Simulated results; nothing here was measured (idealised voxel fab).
process module | voxel transistor to metal
Xsec cut, 280 nm wide, square cell size 5 nm.
If you're reading a cross-section in this doc, picture square cells in a grid; it comes to you as bands, top ones listed first down to the bottom, and a band can be one or more rows of cells.
Each band's line starts with the height of the band's top and of its bottom, in nm. Then come its materials from left to right, each with its width in nm. One material with "full width" fills the band from edge to edge. "empty" is empty space.
Height reference: 0 = level under which incoming wafer is all one material. Lowest band: no bottom, runs on downward, e.g. "0 -> down".
The two numbers in a width such as "30->40" mark its ends across the band: the first belongs to the top row of cells, the second to the bottom row, and from each row to the next the width moves by the same amount.
The cross-section has no changed cell in any step marked "no modifications".
This entry, "Cavities, closed", enumerates those empty regions of no fewer than 8 cells that possess no open connection to the top. Each region is reported in the form width x height at distance, the distance being taken from the left edge, with all three quantities expressed in nm.
On each step's line, the part that comes after the settings is the simulator's own comment on the step.
Regarding "overlay nm": on a step with a mask, it is the distance the mask lay to the right of its planned place; a negative value places it to the left.

This section lists the process steps that were planned:
| 1 | op RECEIVE | material Si |
| 2 | op OXIDIZE | depth nm 5 |
| 3 | op CONFORMAL_DEP | material SiN | thk nm 15 |
| 4 | op MASKED_ETCH | tone cover | mask id ACTIVE | width nm 105 | pitch nm 135 | etch materials SiN | depth nm 15 | overlay nm 0 |
| 5 | op MASKED_ETCH | tone cover | mask id ACTIVE | width nm 105 | pitch nm 135 | etch materials SiO2 | depth nm 5 | overlay nm 0 |
| 6 | op MASKED_ETCH | tone cover | mask id ACTIVE | width nm 105 | pitch nm 135 | etch materials Si | depth nm 20 | overlay nm 0 |
| 7 | op OXIDIZE | depth nm 5 |
| 8 | op FILL_DEP | material SiO2 | thk nm 15 |
| 9 | op CMP | height nm 15 |
| 10 | op SELECTIVE_ETCH | etch materials SiO2 | depth nm 15 |
| 11 | op STRIP | etch materials SiN |
| 12 | op SELECTIVE_ETCH | etch materials SiO2 | depth nm 5 |
| 13 | op OXIDIZE | depth nm 5 |
| 14 | op DIRECTIONAL_DEP | material polySi | thk nm 20 |
| 15 | op DIRECTIONAL_DEP | material SiCN | thk nm 15 |
| 16 | op PATTERN | tone cover | mask id GATE | material resist | width nm 25 | pitch nm 135 | thk nm 15 | overlay nm 0 |
| 17 | op DIRECTIONAL_ETCH | etch materials SiCN | depth nm 25 |
| 18 | op DIRECTIONAL_ETCH | etch materials polySi | depth nm 30 |
| 19 | op STRIP | etch materials resist |
| 20 | op CONFORMAL_DEP | material SiO2 | thk nm 5 |
| 21 | op DIRECTIONAL_ETCH | etch materials SiO2 | depth nm 5 |
| 22 | op CONFORMAL_DEP | material SiN | thk nm 5 |
| 23 | op DIRECTIONAL_ETCH | etch materials SiN | depth nm 5 |
| 24 | op DIRECTIONAL_ETCH | etch materials SiO2 | depth nm 5 |
| 25 | op DIRECTIONAL_ETCH | etch materials Si | depth nm 5 |
| 26 | op EPI | material nSi | thk nm 10 |
| 27 | op FILL_DEP | material SiO2 | thk nm 10 |
| 28 | op CMP | height nm 15 |
| 29 | op STRIP | etch materials polySi |
| 30 | op SELECTIVE_ETCH | etch materials SiO2 | depth nm 5 |
| 31 | op CONFORMAL_DEP | material HfO2 | thk nm 5 |
| 32 | op CONFORMAL_DEP | material TiN | thk nm 5 |
| 33 | op FILL_DEP | material W | thk nm 5 |
| 34 | op CMP | height nm 10 |
| 35 | op DIRECTIONAL_DEP | material SiO2 | thk nm 10 |
| 36 | op DIRECTIONAL_DEP | material aC | thk nm 10 |
| 37 | op PATTERN | tone open | mask id CONTACT | material resist | width nm 20 | thk nm 30 | overlay nm 0 |
| 38 | op DIRECTIONAL_ETCH | etch materials aC | depth nm 10 |
| 39 | op STRIP | etch materials resist |
| 40 | op DIRECTIONAL_ETCH | etch materials SiO2 | depth nm 25 |
| 41 | op STRIP | etch materials aC |
| 42 | op CONFORMAL_DEP | material TiN | thk nm 5 |
| 43 | op FILL_DEP | material W | thk nm 10 |
| 44 | op CMP | height nm 20 |
| 45 | op DIRECTIONAL_DEP | material TiN | thk nm 5 |
| 46 | op DIRECTIONAL_DEP | material Ru | thk nm 20 |
| 47 | op PATTERN | tone cover | mask id METAL_1 | material resist | width nm 20 | thk nm 20 | overlay nm 0 |
| 48 | op DIRECTIONAL_ETCH | etch materials Ru | depth nm 20 |
| 49 | op DIRECTIONAL_ETCH | etch materials TiN | depth nm 5 |
| 50 | op STRIP | etch materials resist |
| 51 | op CONFORMAL_DEP | material SiCN | thk nm 5 |
| 52 | op FILL_DEP | material lowk | thk nm 10 |
| 53 | op CMP | height nm 45 |
| 54 | op CONFORMAL_DEP | material SiCN | thk nm 5 |
| 55 | op DIRECTIONAL_DEP | material lowk | thk nm 30 |
| 56 | op PATTERN | tone open | mask id METAL_2 | material resist | width nm 20 | pitch nm 135 | thk nm 15 | overlay nm 0 |
| 57 | op DIRECTIONAL_ETCH | etch materials lowk | depth nm 20 |
| 58 | op STRIP | etch materials resist |
| 59 | op PATTERN | tone open | mask id METAL_2_HOLES | material resist | width nm 15 | pitch nm 135 | thk nm 15 | overlay nm 0 |
| 60 | op DIRECTIONAL_ETCH | etch materials lowk | depth nm 10 |
| 61 | op DIRECTIONAL_ETCH | etch materials SiCN | depth nm 5 |
| 62 | op STRIP | etch materials resist |
| 63 | op CONFORMAL_DEP | material TiN | thk nm 5 |
| 64 | op FILL_DEP | material Ru | thk nm 5 |
| 65 | op CMP | height nm 80 |
| 66 | op CONFORMAL_DEP | material SiN | thk nm 5 |

Received-state cross-section, reflecting completion of step 1:
    0 -> down  Si full width
    Cavities, closed: none

Cross-section taken at module completion on the first of two wafers; processed per the plan:
    85 -> 80  SiN full width
    80 -> 65  lowk=25 | TiN=5 | Ru=10 | TiN=5 | lowk=115 | TiN=5 | Ru=10 | TiN=5 | lowk=100
    65 -> 60  lowk=25 | TiN=5 | Ru=5 | TiN=10 | lowk=115 | TiN=5 | Ru=5 | TiN=10 | lowk=100
    60 -> 50  lowk=25 | TiN=5 | Ru=5 | TiN=5 | lowk=120 | TiN=5 | Ru=5 | TiN=5 | lowk=105
    50 -> 45  SiCN=25 | TiN=15 | SiCN=120 | TiN=15 | SiCN=105
    45 -> 25  lowk=20 | SiCN=5 | Ru=20 | SiCN=5 | lowk=45 | SiCN=5 | Ru=20 | SiCN=5 | lowk=30 | SiCN=5 | Ru=20 | SiCN=5 | lowk=45 | SiCN=5 | Ru=20 | SiCN=5 | lowk=20
    25 -> 20  SiCN=25 | TiN=20 | SiCN=55 | TiN=20 | SiCN=40 | TiN=20 | SiCN=55 | TiN=20 | SiCN=25
    20 -> 10  SiO2=25 | TiN=5 | W=10 | TiN=5 | SiO2=55 | TiN=5 | W=10 | TiN=5 | SiO2=40 | TiN=5 | W=10 | TiN=5 | SiO2=55 | TiN=5 | W=10 | TiN=5 | SiO2=25
    10 -> 0  SiO2=25 | TiN=5 | W=10->5 | TiN=5->10 | SiO2=5 | SiN=5 | HfO2=5 | TiN=5 | W=15 | TiN=5 | HfO2=5 | SiN=5 | SiO2=5 | TiN=5->10 | W=10->5 | TiN=5 | SiO2=40 | TiN=5 | W=10->5 | TiN=5->10 | SiO2=5 | SiN=5 | HfO2=5 | TiN=5 | W=15 | TiN=5 | HfO2=5 | SiN=5 | SiO2=5 | TiN=5->10 | W=10->5 | TiN=5 | SiO2=25
    0 -> -5  SiO2=25 | TiN=15 | nSi=10 | SiN=5 | HfO2=5 | TiN=25 | HfO2=5 | SiN=5 | nSi=10 | TiN=15 | SiO2=40 | TiN=15 | nSi=10 | SiN=5 | HfO2=5 | TiN=25 | HfO2=5 | SiN=5 | nSi=10 | TiN=15 | SiO2=25
    -5 -> -10  SiO2=20 | nSi=30 | SiO2=5 | HfO2=35 | SiO2=5 | nSi=30 | SiO2=30 | nSi=30 | SiO2=5 | HfO2=35 | SiO2=5 | nSi=30 | SiO2=20
    -10 -> -15  SiO2=25 | nSi=25 | Si=45 | nSi=25 | SiO2=40 | nSi=25 | Si=45 | nSi=25 | SiO2=25
    -15 -> -30  SiO2=25 | Si=95 | SiO2=40 | Si=95 | SiO2=25
    -30 -> down  Si full width
    Cavities, closed: none

What the second wafer looks like in cross-section once the module is done. Its start and its plan matched the first wafer's exactly; what differed was one mistake in how it was run:
    85 -> 80  SiN full width
    80 -> 65  lowk=25 | TiN=5 | Ru=10 | TiN=5 | lowk=115 | TiN=5 | Ru=10 | TiN=5 | lowk=100
    65 -> 60  lowk=25 | TiN=5 | Ru=5 | TiN=10 | lowk=115 | TiN=5 | Ru=5 | TiN=10 | lowk=100
    60 -> 50  lowk=25 | TiN=5 | Ru=5 | TiN=5 | lowk=120 | TiN=5 | Ru=5 | TiN=5 | lowk=105
    50 -> 45  SiCN=25 | TiN=15 | SiCN=120 | TiN=15 | SiCN=105
    45 -> 25  lowk=20 | SiCN=5 | Ru=20 | SiCN=5 | lowk=45 | SiCN=5 | Ru=20 | SiCN=5 | lowk=30 | SiCN=5 | Ru=20 | SiCN=5 | lowk=45 | SiCN=5 | Ru=20 | SiCN=5 | lowk=20
    25 -> 20  SiCN=25 | TiN=20 | SiCN=55 | TiN=20 | SiCN=40 | TiN=20 | SiCN=55 | TiN=20 | SiCN=25
    20 -> 10  SiO2=25 | TiN=5 | W=10 | TiN=5 | SiO2=55 | TiN=5 | W=10 | TiN=5 | SiO2=40 | TiN=5 | W=10 | TiN=5 | SiO2=55 | TiN=5 | W=10 | TiN=5 | SiO2=25
    10 -> 0  SiO2=25 | TiN=5 | W=10->5 | TiN=5->10 | SiO2=5 | SiN=5 | HfO2=5 | TiN=5 | W=15 | TiN=5 | HfO2=5 | SiN=5 | SiO2=5 | TiN=5->10 | W=10->5 | TiN=5 | SiO2=40 | TiN=5 | W=10->5 | TiN=5->10 | SiO2=5 | SiN=5 | HfO2=5 | TiN=5 | W=15 | TiN=5 | HfO2=5 | SiN=5 | SiO2=5 | TiN=5->10 | W=10->5 | TiN=5 | SiO2=25
    0 -> -5  SiO2=25 | TiN=15 | nSi=10 | SiN=5 | HfO2=5 | TiN=25 | HfO2=5 | SiN=5 | nSi=10 | TiN=15 | SiO2=40 | TiN=15 | nSi=10 | SiN=5 | HfO2=5 | TiN=25 | HfO2=5 | SiN=5 | nSi=10 | TiN=15 | SiO2=25
    -5 -> -10  SiO2=20 | nSi=30 | SiO2=5 | HfO2=35 | SiO2=5 | nSi=30 | SiO2=30 | nSi=30 | SiO2=5 | HfO2=35 | SiO2=5 | nSi=30 | SiO2=20
    -10 -> -15  SiO2=25 | nSi=25 | Si=45 | nSi=25 | SiO2=40 | nSi=25 | Si=45 | nSi=25 | SiO2=25
    -15 -> -50  SiO2=25 | Si=95 | SiO2=40 | Si=95 | SiO2=25
    -50 -> down  Si full width
    Cavities, closed: none
Run error: step 6 in the plan was executed twice
Wafer comparison, final, in cells, second relative to first, materials more or fewer: Si -72 | SiO2 +72
